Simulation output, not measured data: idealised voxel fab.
Module name: voxel plated lines (process module)
The figure presents cross-section cut, which has a width of 225 nm and is divided into square cells with an edge length of 5 nm.
This document writes a cross-section as a grid whose cells are square, and gives it as bands, listed from the top down; one or more rows of cells form a band.
Within each band entry, the heights of the top and of the bottom of the band appear first, in that order and in nm; the materials of the band then follow from left to right, each with its corresponding width in nm. The designation "everywhere" on a single material indicates that it fills the band from edge to edge; the designation "empty" indicates empty space.
Height is counted from the level 0, under which the received wafer is composed throughout of one material. The lowest of the bands is not closed at the bottom but continues downward, in the notation "0 and below".
Graded width ("30->40"): value in top row of band = first number; value in bottom row = second number; row-to-row change constant.
When a step is marked "stayed the same", none of the cells in the cross-section changed during that step.
Each empty space that has no open way to the top and spans at least 8 cells appears under "Trapped voids" as width x height at distance, the distance counted from the left edge, all in nm.
Formally, on a step line, whatever follows the settings is a remark that the simulator itself makes on the step.
"overlay nm" denotes, for a step that has a mask, the displacement of the mask to the right of its planned place, with negative values corresponding to the left.
INTENDED PROCESS STEPS
1) RECEIVE,material Si
2) CONFORMAL_DEP,material Al2O3,thk nm 5
3) DIRECTIONAL_DEP,material TiN,thk nm 5
4) PATTERN,tone open,mask id LINES,material resist,width nm 20,pitch nm 45,thk nm 30,overlay nm 0
5) EPI,material Ru,thk nm 5
6) EPI,material Ru,thk nm 5
7) STRIP,etch materials resist
8) DIRECTIONAL_ETCH,etch materials TiN,depth nm 5
9) CONFORMAL_DEP,material SiN,thk nm 10
WAFER, FIRST OF TWO, RUN AS PLANNED
SHOWN IN CROSS-SECTION IS THE WAFER AS RECEIVED, THAT IS, AS IT STANDS AFTER STEP 1
- 0 and below  Si everywhere
- Trapped voids: none
STEP 2 COMPLETE: CROSS-SECTION THROUGH THE WAFER
- 5 down to 0  Al2O3 everywhere
- Anything lower than 0 is untouched.
STEP 3 COMPLETE: CROSS-SECTION THROUGH THE WAFER
- 10 down to 5  TiN everywhere
- Anything lower than 5 is untouched.
STEP 4 COMPLETE: CROSS-SECTION THROUGH THE WAFER
- 40 down to 10  resist 80 / empty 20 / resist 25 / empty 20 / resist 80
- Anything lower than 10 is untouched.
STEP 5 COMPLETE: CROSS-SECTION THROUGH THE WAFER
- 40 down to 15  resist 80 / empty 20 / resist 25 / empty 20 / resist 80
- 15 down to 10  resist 80 / Ru 20 / resist 25 / Ru 20 / resist 80
- Anything lower than 10 is untouched.
STEP 6 COMPLETE: CROSS-SECTION THROUGH THE WAFER
- 40 down to 20  resist 80 / empty 20 / resist 25 / empty 20 / resist 80
- 20 down to 10  resist 80 / Ru 20 / resist 25 / Ru 20 / resist 80
- Anything lower than 10 is untouched.
STEP 7 COMPLETE: CROSS-SECTION THROUGH THE WAFER
- 20 down to 10  empty 80 / Ru 20 / empty 25 / Ru 20 / empty 80
- Anything lower than 10 is untouched.
STEP 8 COMPLETE: CROSS-SECTION THROUGH THE WAFER
- 20 down to 10  empty 80 / Ru 20 / empty 25 / Ru 20 / empty 80
- 10 down to 5  empty 80 / TiN 20 / empty 25 / TiN 20 / empty 80
- Anything lower than 5 is untouched.
STEP 9 COMPLETE: CROSS-SECTION THROUGH THE WAFER
- 30 down to 20  empty 70 / SiN 40 / empty 5 / SiN 40 / empty 70
- 20 down to 15  empty 70 / SiN 10 / Ru 20 / SiN 10 / empty 5 / SiN 10 / Ru 20 / SiN 10 / empty 70
- 15 down to 10  SiN 80 / Ru 20 / SiN 25 / Ru 20 / SiN 80
- 10 down to 5  SiN 80 / TiN 20 / SiN 25 / TiN 20 / SiN 80
- Anything lower than 5 is untouched.
NOW THE OTHER WAFER: SAME START, SAME RECIPE, BUT WE MESSED UP ONE THING WHEN RUNNING IT. UP TO AND INCLUDING STEP 7 IT'S THE SAME AS THE FIRST ONE
CROSS-SECTION: SECOND WAFER, TIME AT WHICH STEP 8 WAS SCHEDULED TO END
- 20 down to 10  empty 80 / Ru 20 / empty 25 / Ru 20 / empty 80
- 10 down to 5  empty 80 / TiN 20 / empty 25 / TiN 20 / empty 80
- Anything lower than 5 is untouched.
CROSS-SECTION: SECOND WAFER, TIME AT WHICH STEP 9 WAS SCHEDULED TO END
- 30 down to 20  empty 70 / SiN 40 / empty 5 / SiN 40 / empty 70
- 20 down to 15  empty 70 / SiN 10 / Ru 20 / SiN 10 / empty 5 / SiN 10 / Ru 20 / SiN 10 / empty 70
- 15 down to 10  SiN 80 / Ru 20 / SiN 25 / Ru 20 / SiN 80
- 10 down to 5  SiN 80 / TiN 20 / SiN 25 / TiN 20 / SiN 80
- Anything lower than 5 is untouched.
Want to know what went wrong? plan step 8 was twice executed
The two wafers come out with the same cross-section, meaning that, for this model, the mistake has no consequence in the computed result.
